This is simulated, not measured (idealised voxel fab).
Process module under the name voxel wiring stack
Pictured: cross-section cut, 250 nm wide, on a grid of 5 nm square cells.
For the purposes of this document, a cross-section shall be understood as a grid of square cells, specified as bands listed in top-to-bottom order, each band consisting of one or more rows of cells.
Band: top and bottom heights (nm) first, top before bottom; then materials from left to right, widths in nm. "edge to edge" marks a sole material filling the band edge to edge. "empty" denotes empty space.
Convention: height 0 is the level below which the wafer, as received, is all one material. The lowest band does not terminate at the bottom but continues downward, represented as "0 -> down".
Per-row width for "30 to 40": begins at first number (top row of band), ends at second number (bottom row), increment between rows held constant.
Basically "no alterations made" means that step didn't change any cell in the cross-section.
Each empty space that has no open way to the top and spans at least 8 cells appears under "Fully enclosed voids" as width x height at distance, the distance counted from the left edge, all in nm.
Read whatever lies past the settings on a step's line as the simulator's own remark about the step.
Each step line may optionally specify "overlay nm", which for a step with a mask gives the rightward distance between the mask's planned place and where it lay, a negative value indicating the leftward direction.

These are the steps we planned for the process
1) RECEIVE, material Si
2) CONFORMAL_DEP, material SiO2, thk nm 10
3) DIRECTIONAL_DEP, material TiN, thk nm 5
4) DIRECTIONAL_DEP, material W, thk nm 25
5) PATTERN, tone cover, mask id METAL_1, material resist, width nm 30, pitch nm 55, thk nm 20, overlay nm 0
6) DIRECTIONAL_ETCH, etch materials W, depth nm 25
7) DIRECTIONAL_ETCH, etch materials TiN, depth nm 5
8) STRIP, etch materials resist
9) CONFORMAL_DEP, material SiN, thk nm 5
10) FILL_DEP, material SiO2, thk nm 10
11) CMP, height nm 40
12) CONFORMAL_DEP, material SiCN, thk nm 5
13) DIRECTIONAL_DEP, material SiO2, thk nm 30
14) PATTERN, tone open, mask id METAL_2_HOLES, material resist, width nm 15, pitch nm 55, thk nm 20, overlay nm 0
15) DIRECTIONAL_ETCH, etch materials SiO2, depth nm 30
16) STRIP, etch materials resist
17) PATTERN, tone open, mask id METAL_2, material resist, width nm 30, pitch nm 55, thk nm 20, overlay nm 0
18) DIRECTIONAL_ETCH, etch materials SiO2, depth nm 20
19) DIRECTIONAL_ETCH, etch materials SiCN, depth nm 5
20) STRIP, etch materials resist
21) CONFORMAL_DEP, material TiN, thk nm 5
22) FILL_DEP, material Ru, thk nm 5
23) CMP, height nm 75
24) CONFORMAL_DEP, material SiCN, thk nm 5
25) DIRECTIONAL_DEP, material SiO2, thk nm 35
26) MASKED_ETCH, tone open, mask id METAL_3_HOLES, width nm 15, pitch nm 55, etch materials SiO2, depth nm 35, overlay nm 0
27) MASKED_ETCH, tone open, mask id METAL_3, width nm 30, pitch nm 55, etch materials SiO2, depth nm 20, overlay nm 0
28) MASKED_ETCH, tone open, mask id METAL_3, width nm 30, pitch nm 55, etch materials SiCN, depth nm 5, overlay nm 0
29) CONFORMAL_DEP, material TiN, thk nm 5
30) FILL_DEP, material Cu, thk nm 10
31) CMP, height nm 115
32) CONFORMAL_DEP, material SiCN, thk nm 5

Of two wafers, the first: run according to plan

Cross-section, incoming material, after step 1
0 -> down | Si edge to edge
Fully enclosed voids: none

Once step 2 is through, the wafer looks like this in cross-section
10 -> 0 | SiO2 edge to edge
Below 0 it's all the same as before, nothing changed down there.

Once step 3 is through, the wafer looks like this in cross-section
15 -> 10 | TiN edge to edge
Below 10 it's all the same as before, nothing changed down there.

Once step 4 is through, the wafer looks like this in cross-section
40 -> 15 | W edge to edge
Below 15 it's all the same as before, nothing changed down there.

Once step 5 is through, the wafer looks like this in cross-section
60 -> 40 | empty 80 nm, then resist 30 nm, then empty 25 nm, then resist 30 nm, then empty 85 nm
Below 40 it's all the same as before, nothing changed down there.

Once step 6 is through, the wafer looks like this in cross-section
60 -> 40 | empty 80 nm, then resist 30 nm, then empty 25 nm, then resist 30 nm, then empty 85 nm
40 -> 15 | empty 80 nm, then W 30 nm, then empty 25 nm, then W 30 nm, then empty 85 nm
Below 15 it's all the same as before, nothing changed down there.

Once step 7 is through, the wafer looks like this in cross-section
60 -> 40 | empty 80 nm, then resist 30 nm, then empty 25 nm, then resist 30 nm, then empty 85 nm
40 -> 15 | empty 80 nm, then W 30 nm, then empty 25 nm, then W 30 nm, then empty 85 nm
15 -> 10 | empty 80 nm, then TiN 30 nm, then empty 25 nm, then TiN 30 nm, then empty 85 nm
Below 10 it's all the same as before, nothing changed down there.

Once step 8 is through, the wafer looks like this in cross-section
40 -> 15 | empty 80 nm, then W 30 nm, then empty 25 nm, then W 30 nm, then empty 85 nm
Below 15 it's all the same as before, nothing changed down there.

Once step 9 is through, the wafer looks like this in cross-section
45 -> 40 | empty 75 nm, then SiN 40 nm, then empty 15 nm, then SiN 40 nm, then empty 80 nm
40 -> 15 | empty 75 nm, then SiN 5 nm, then W 30 nm, then SiN 5 nm, then empty 15 nm, then SiN 5 nm, then W 30 nm, then SiN 5 nm, then empty 80 nm
15 -> 10 | SiN 80 nm, then TiN 30 nm, then SiN 25 nm, then TiN 30 nm, then SiN 85 nm
Below 10 it's all the same as before, nothing changed down there.

Once step 10 is through, the wafer looks like this in cross-section
55 -> 45 | SiO2 edge to edge
45 -> 40 | SiO2 75 nm, then SiN 40 nm, then SiO2 15 nm, then SiN 40 nm, then SiO2 80 nm
40 -> 15 | SiO2 75 nm, then SiN 5 nm, then W 30 nm, then SiN 5 nm, then SiO2 15 nm, then SiN 5 nm, then W 30 nm, then SiN 5 nm, then SiO2 80 nm
Below 15 it's all the same as before, nothing changed down there.

Once step 11 is through, the wafer looks like this in cross-section
40 -> 15 | SiO2 75 nm, then SiN 5 nm, then W 30 nm, then SiN 5 nm, then SiO2 15 nm, then SiN 5 nm, then W 30 nm, then SiN 5 nm, then SiO2 80 nm
Below 15 it's all the same as before, nothing changed down there.

Once step 12 is through, the wafer looks like this in cross-section
45 -> 40 | SiCN edge to edge
Below 40 it's all the same as before, nothing changed down there.

Once step 13 is through, the wafer looks like this in cross-section
75 -> 45 | SiO2 edge to edge
Below 45 it's all the same as before, nothing changed down there.

Once step 14 is through, the wafer looks like this in cross-section
95 -> 75 | resist 80 nm, then empty 15 nm, then resist 40 nm, then empty 15 nm, then resist 100 nm
Below 75 it's all the same as before, nothing changed down there.

Once step 15 is through, the wafer looks like this in cross-section
95 -> 75 | resist 80 nm, then empty 15 nm, then resist 40 nm, then empty 15 nm, then resist 100 nm
75 -> 45 | SiO2 80 nm, then empty 15 nm, then SiO2 40 nm, then empty 15 nm, then SiO2 100 nm
Below 45 it's all the same as before, nothing changed down there.

Once step 16 is through, the wafer looks like this in cross-section
75 -> 45 | SiO2 80 nm, then empty 15 nm, then SiO2 40 nm, then empty 15 nm, then SiO2 100 nm
Below 45 it's all the same as before, nothing changed down there.

Once step 17 is through, the wafer looks like this in cross-section
95 -> 75 | resist 80 nm, then empty 30 nm, then resist 25 nm, then empty 30 nm, then resist 85 nm
Below 75 it's all the same as before, nothing changed down there.

Once step 18 is through, the wafer looks like this in cross-section
95 -> 75 | resist 80 nm, then empty 30 nm, then resist 25 nm, then empty 30 nm, then resist 85 nm
75 -> 55 | SiO2 80 nm, then empty 30 nm, then SiO2 25 nm, then empty 30 nm, then SiO2 85 nm
Below 55 it's all the same as before, nothing changed down there.

Once step 19 is through, the wafer looks like this in cross-section
95 -> 75 | resist 80 nm, then empty 30 nm, then resist 25 nm, then empty 30 nm, then resist 85 nm
75 -> 55 | SiO2 80 nm, then empty 30 nm, then SiO2 25 nm, then empty 30 nm, then SiO2 85 nm
55 -> 45 | SiO2 80 nm, then empty 15 nm, then SiO2 40 nm, then empty 15 nm, then SiO2 100 nm
45 -> 40 | SiCN 80 nm, then empty 15 nm, then SiCN 40 nm, then empty 15 nm, then SiCN 100 nm
Below 40 it's all the same as before, nothing changed down there.

Once step 20 is through, the wafer looks like this in cross-section
75 -> 55 | SiO2 80 nm, then empty 30 nm, then SiO2 25 nm, then empty 30 nm, then SiO2 85 nm
Below 55 it's all the same as before, nothing changed down there.

Once step 21 is through, the wafer looks like this in cross-section
80 -> 75 | TiN 85 nm, then empty 20 nm, then TiN 35 nm, then empty 20 nm, then TiN 90 nm
75 -> 60 | SiO2 80 nm, then TiN 5 nm, then empty 20 nm, then TiN 5 nm, then SiO2 25 nm, then TiN 5 nm, then empty 20 nm, then TiN 5 nm, then SiO2 85 nm
60 -> 55 | SiO2 80 nm, then TiN 5 nm, then empty 5 nm, then TiN 20 nm, then SiO2 25 nm, then TiN 5 nm, then empty 5 nm, then TiN 20 nm, then SiO2 85 nm
55 -> 45 | SiO2 80 nm, then TiN 5 nm, then empty 5 nm, then TiN 5 nm, then SiO2 40 nm, then TiN 5 nm, then empty 5 nm, then TiN 5 nm, then SiO2 100 nm
45 -> 40 | SiCN 80 nm, then TiN 15 nm, then SiCN 40 nm, then TiN 15 nm, then SiCN 100 nm
Below 40 it's all the same as before, nothing changed down there.

Once step 22 is through, the wafer looks like this in cross-section
85 -> 80 | Ru edge to edge
80 -> 75 | TiN 85 nm, then Ru 20 nm, then TiN 35 nm, then Ru 20 nm, then TiN 90 nm
75 -> 60 | SiO2 80 nm, then TiN 5 nm, then Ru 20 nm, then TiN 5 nm, then SiO2 25 nm, then TiN 5 nm, then Ru 20 nm, then TiN 5 nm, then SiO2 85 nm
60 -> 55 | SiO2 80 nm, then TiN 5 nm, then Ru 5 nm, then TiN 20 nm, then SiO2 25 nm, then TiN 5 nm, then Ru 5 nm, then TiN 20 nm, then SiO2 85 nm
55 -> 45 | SiO2 80 nm, then TiN 5 nm, then Ru 5 nm, then TiN 5 nm, then SiO2 40 nm, then TiN 5 nm, then Ru 5 nm, then TiN 5 nm, then SiO2 100 nm
Below 45 it's all the same as before, nothing changed down there.

Once step 23 is through, the wafer looks like this in cross-section
75 -> 60 | SiO2 80 nm, then TiN 5 nm, then Ru 20 nm, then TiN 5 nm, then SiO2 25 nm, then TiN 5 nm, then Ru 20 nm, then TiN 5 nm, then SiO2 85 nm
Below 60 it's all the same as before, nothing changed down there.

Once step 24 is through, the wafer looks like this in cross-section
80 -> 75 | SiCN edge to edge
Below 75 it's all the same as before, nothing changed down there.

Once step 25 is through, the wafer looks like this in cross-section
115 -> 80 | SiO2 edge to edge
Below 80 it's all the same as before, nothing changed down there.

Once step 26 is through, the wafer looks like this in cross-section
115 -> 80 | SiO2 80 nm, then empty 15 nm, then SiO2 40 nm, then empty 15 nm, then SiO2 100 nm
Below 80 it's all the same as before, nothing changed down there.

Once step 27 is through, the wafer looks like this in cross-section
115 -> 95 | SiO2 80 nm, then empty 30 nm, then SiO2 25 nm, then empty 30 nm, then SiO2 85 nm
Below 95 it's all the same as before, nothing changed down there.

Once step 28 is through, the wafer looks like this in cross-section
115 -> 95 | SiO2 80 nm, then empty 30 nm, then SiO2 25 nm, then empty 30 nm, then SiO2 85 nm
95 -> 80 | SiO2 80 nm, then empty 15 nm, then SiO2 40 nm, then empty 15 nm, then SiO2 100 nm
80 -> 75 | SiCN 80 nm, then empty 15 nm, then SiCN 40 nm, then empty 15 nm, then SiCN 100 nm
Below 75 it's all the same as before, nothing changed down there.

Once step 29 is through, the wafer looks like this in cross-section
120 -> 115 | TiN 85 nm, then empty 20 nm, then TiN 35 nm, then empty 20 nm, then TiN 90 nm
115 -> 100 | SiO2 80 nm, then TiN 5 nm, then empty 20 nm, then TiN 5 nm, then SiO2 25 nm, then TiN 5 nm, then empty 20 nm, then TiN 5 nm, then SiO2 85 nm
100 -> 95 | SiO2 80 nm, then TiN 5 nm, then empty 5 nm, then TiN 20 nm, then SiO2 25 nm, then TiN 5 nm, then empty 5 nm, then TiN 20 nm, then SiO2 85 nm
95 -> 80 | SiO2 80 nm, then TiN 5 nm, then empty 5 nm, then TiN 5 nm, then SiO2 40 nm, then TiN 5 nm, then empty 5 nm, then TiN 5 nm, then SiO2 100 nm
80 -> 75 | SiCN 80 nm, then TiN 15 nm, then SiCN 40 nm, then TiN 15 nm, then SiCN 100 nm
Below 75 it's all the same as before, nothing changed down there.

Once step 30 is through, the wafer looks like this in cross-section
130 -> 120 | Cu edge to edge
120 -> 115 | TiN 85 nm, then Cu 20 nm, then TiN 35 nm, then Cu 20 nm, then TiN 90 nm
115 -> 100 | SiO2 80 nm, then TiN 5 nm, then Cu 20 nm, then TiN 5 nm, then SiO2 25 nm, then TiN 5 nm, then Cu 20 nm, then TiN 5 nm, then SiO2 85 nm
100 -> 95 | SiO2 80 nm, then TiN 5 nm, then Cu 5 nm, then TiN 20 nm, then SiO2 25 nm, then TiN 5 nm, then Cu 5 nm, then TiN 20 nm, then SiO2 85 nm
95 -> 80 | SiO2 80 nm, then TiN 5 nm, then Cu 5 nm, then TiN 5 nm, then SiO2 40 nm, then TiN 5 nm, then Cu 5 nm, then TiN 5 nm, then SiO2 100 nm
Below 80 it's all the same as before, nothing changed down there.

Once step 31 is through, the wafer looks like this in cross-section
115 -> 100 | SiO2 80 nm, then TiN 5 nm, then Cu 20 nm, then TiN 5 nm, then SiO2 25 nm, then TiN 5 nm, then Cu 20 nm, then TiN 5 nm, then SiO2 85 nm
Below 100 it's all the same as before, nothing changed down there.

Once step 32 is through, the wafer looks like this in cross-section
120 -> 115 | SiCN edge to edge
Below 115 it's all the same as before, nothing changed down there.

Second wafer, same starting state and plan as the first, one mistake in the run, identical through step 30

Second wafer: cross-section at the scheduled end of step 31
110 -> 100 | SiO2 80 nm, then TiN 5 nm, then Cu 20 nm, then TiN 5 nm, then SiO2 25 nm, then TiN 5 nm, then Cu 20 nm, then TiN 5 nm, then SiO2 85 nm
Below 100 it's all the same as before, nothing changed down there.

Second wafer: cross-section at the scheduled end of step 32
115 -> 110 | SiCN edge to edge
Below 110 it's all the same as before, nothing changed down there.
Run error: step 31 deviated from plan and actually ran as CMP, height nm 110
In the final state, the cell counts of the second wafer exceed or fall short of those of the first for the following materials: Cu -8 | SiO2 -38 | TiN -4
